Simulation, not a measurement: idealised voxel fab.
The following is a process module called voxel released beams.
Square cells of 5 nm make up the cross-section cut, whose width is 270 nm.
In this document a cross-section is written as a grid of square cells. It is given as a series of bands, listed from the top down, and a band is one or more rows of cells. Top height, bottom height, nm. Materials left to right, width each, nm. Single material + "edge to edge" = fills band edge to edge. "blank" = empty. Ref level 0: as-received wafer is one material below here. Bottom band extends down with no lower bound ("0 and below"). Width "30->40": first value at the band's top row of cells, second value at its bottom row, equal change from row to row. What does "no modification" mean for a step? It means no cell of the cross-section changed in that step. What "Enclosed cavity list" gives you is every empty space of 8 cells or more that is cut off from the top. Each appears as width x height at distance, with the distance taken from the left edge and width, height and distance all in nm. Formally, on a step line, whatever follows the settings is a remark that the simulator itself makes on the step. Each step line may optionally specify "overlay nm", which for a step with a mask gives the rightward distance between the mask's planned place and where it lay, a negative value indicating the leftward direction.
-- The steps planned for the process are as follows
| 1 | RECEIVE | material Si |
| 2 | CONFORMAL_DEP | material Al2O3 | thk nm 10 |
| 3 | DIRECTIONAL_DEP | material SiO2 | thk nm 15 |
| 4 | MASKED_ETCH | tone open | mask id ANCHOR | width nm 30 | etch materials SiO2 | depth nm 15 | overlay nm 0 |
| 5 | CONFORMAL_DEP | material polySi | thk nm 10 |
| 6 | MASKED_ETCH | tone cover | mask id BEAM | width nm 115 | etch materials polySi | depth nm 10 | overlay nm 0 |
| 7 | STRIP | etch materials SiO2 |
-- As-received wafer cross-section (after step 1)
- 0 and below = Si edge to edge
- Enclosed cavity list: none
-- Looking at the first of two wafers in cross-section at end of module - ran to plan
- 35 down to 25 = blank 75, polySi 15, blank 10, polySi 90, blank 80
- 25 down to 20 = blank 80, polySi 10, blank 10, polySi 10, blank 160
- 20 down to 10 = blank 80, polySi 30, blank 160
- 10 down to 0 = Al2O3 edge to edge
- 0 and below = Si edge to edge
- Enclosed cavity list: none
-- Second wafer cross-section at end of module - shared start and plan with the first, one mistake in the run
- 35 down to 25 = blank 75, polySi 115, blank 80
- 25 down to 15 = Al2O3 edge to edge
- 15 down to 0 = SiO2 edge to edge
- 0 and below = Si edge to edge
- Enclosed cavity list: none
Nonconformance to the process plan: the processing plan was not followed for steps 2 and 3, which were run with their positions exchanged
Upon completion, the second wafer contains, in terms of cells, a greater or smaller amount of certain materials than the first wafer: +162 SiO2 | -12 polySi
